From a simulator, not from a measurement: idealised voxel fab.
process module | voxel released beams
cross-section cut | 210 nm wide | cells 5 nm
A cross-section is a grid of square cells, given in bands from the top down. A band is one or more rows of cells.
Each band's line starts with the height of the band's top and of its bottom, in nm. Then come its materials from left to right, each with its width in nm. One material with "throughout" fills the band from edge to edge. "air" is empty space.
Height 0 is the level under which the wafer as received is all one material. The lowest band goes on downwards, as in "0 down".
A width such as "30 to 40" changes by the same amount from each row of cells to the next, from the band's top row to its bottom row.
"no change" after a step means that no cell of the cross-section changed.
closed voids: empty space of 8 cells or more with no open way to the top, each as width x height at its distance from the left edge, in nm
after a step's settings: what the simulator itself notes on the step
overlay nm, on a step with a mask: how far to the right of its planned place the mask lay; to the left if negative
plan
1 op RECEIVE | material Si
2 op CONFORMAL_DEP | material SiN | thk nm 10
3 op DIRECTIONAL_DEP | material SiO2 | thk nm 15
4 op DIRECTIONAL_DEP | material aC | thk nm 15
5 op PATTERN | tone open | mask id ANCHOR | material resist | width nm 45 | thk nm 30 | overlay nm 0
6 op DIRECTIONAL_ETCH | etch materials aC | depth nm 15
7 op STRIP | etch materials resist
8 op DIRECTIONAL_ETCH | etch materials SiO2 | depth nm 15
9 op STRIP | etch materials aC
10 op CONFORMAL_DEP | material W | thk nm 15
11 op DIRECTIONAL_DEP | material aC | thk nm 15
12 op PATTERN | tone cover | mask id BEAM | material resist | width nm 120 | thk nm 35 | overlay nm 0
13 op DIRECTIONAL_ETCH | etch materials aC | depth nm 15
14 op STRIP | etch materials resist
15 op DIRECTIONAL_ETCH | etch materials W | depth nm 15
16 op STRIP | etch materials aC
17 op STRIP | etch materials SiO2
first wafer, as planned
as received, after step 1
  0 down: Si throughout
  closed voids: none
after step 2
  10 to 0: SiN throughout
  below 0: unchanged
after step 3
  25 to 10: SiO2 throughout
  below 10: unchanged
after step 4
  40 to 25: aC throughout
  below 25: unchanged
after step 5
  70 to 40: resist 45 | air 45 | resist 120
  below 40: unchanged
after step 6
  55 to 40: resist 45 | air 45 | resist 120
  40 to 25: aC 45 | air 45 | aC 120
  below 25: unchanged
after step 7
  40 to 25: aC 45 | air 45 | aC 120
  below 25: unchanged
after step 8
  40 to 25: aC 45 | air 45 | aC 120
  25 to 10: SiO2 45 | air 45 | SiO2 120
  below 10: unchanged
after step 9
  25 to 10: SiO2 45 | air 45 | SiO2 120
  below 10: unchanged
after step 10
  40 to 25: W 60 | air 15 | W 135
  25 to 10: SiO2 45 | W 45 | SiO2 120
  below 10: unchanged
after step 11
  55 to 40: aC 60 | air 15 | aC 135
  40 to 25: W 60 | aC 15 | W 135
  below 25: unchanged
after step 12
  90 to 55: air 40 | resist 120 | air 50
  55 to 40: aC 60 | resist 15 | aC 135
  below 40: unchanged
after step 13
  75 to 55: air 40 | resist 120 | air 50
  55 to 40: air 40 | aC 20 | resist 15 | aC 85 | air 50
  below 40: unchanged
after step 14
  55 to 40: air 40 | aC 20 | air 15 | aC 85 | air 50
  below 40: unchanged
after step 15
  55 to 40: air 40 | aC 20 | air 15 | aC 85 | air 50
  40 to 25: air 40 | W 20 | aC 15 | W 85 | air 50
  below 25: unchanged
after step 16
  40 to 25: air 40 | W 20 | air 15 | W 85 | air 50
  below 25: unchanged
after step 17
  40 to 25: air 40 | W 20 | air 15 | W 85 | air 50
  25 to 10: air 45 | W 45 | air 120
  below 10: unchanged
second wafer: like start, like plan, one mistake. Through step 2 it matches the first wafer
when step 3 should have ended
  25 to 0: SiN throughout
  below 0: unchanged
when step 4 should have ended
  40 to 25: aC throughout
  below 25: unchanged
when step 5 should have ended
  70 to 40: resist 45 | air 45 | resist 120
  below 40: unchanged
when step 6 should have ended
  55 to 40: resist 45 | air 45 | resist 120
  40 to 25: aC 45 | air 45 | aC 120
  below 25: unchanged
when step 7 should have ended
  40 to 25: aC 45 | air 45 | aC 120
  below 25: unchanged
when step 8 should have ended: no change
when step 9 should have ended
  25 to 0: SiN throughout
  below 0: unchanged
when step 10 should have ended
  40 to 25: W throughout
  below 25: unchanged
when step 11 should have ended
  55 to 40: aC throughout
  below 40: unchanged
when step 12 should have ended
  90 to 55: air 40 | resist 120 | air 50
  below 55: unchanged
when step 13 should have ended
  75 to 55: air 40 | resist 120 | air 50
  55 to 40: air 40 | aC 120 | air 50
  below 40: unchanged
when step 14 should have ended
  55 to 40: air 40 | aC 120 | air 50
  below 40: unchanged
when step 15 should have ended
  55 to 40: air 40 | aC 120 | air 50
  40 to 25: air 40 | W 120 | air 50
  below 25: unchanged
when step 16 should have ended
  40 to 25: air 40 | W 120 | air 50
  below 25: unchanged
when step 17 should have ended: no change
what went wrong: step 3 ran as: op DIRECTIONAL_DEP | material SiN | thk nm 15
at the end the second wafer has, in cells: 126 more of SiN | 18 fewer of W
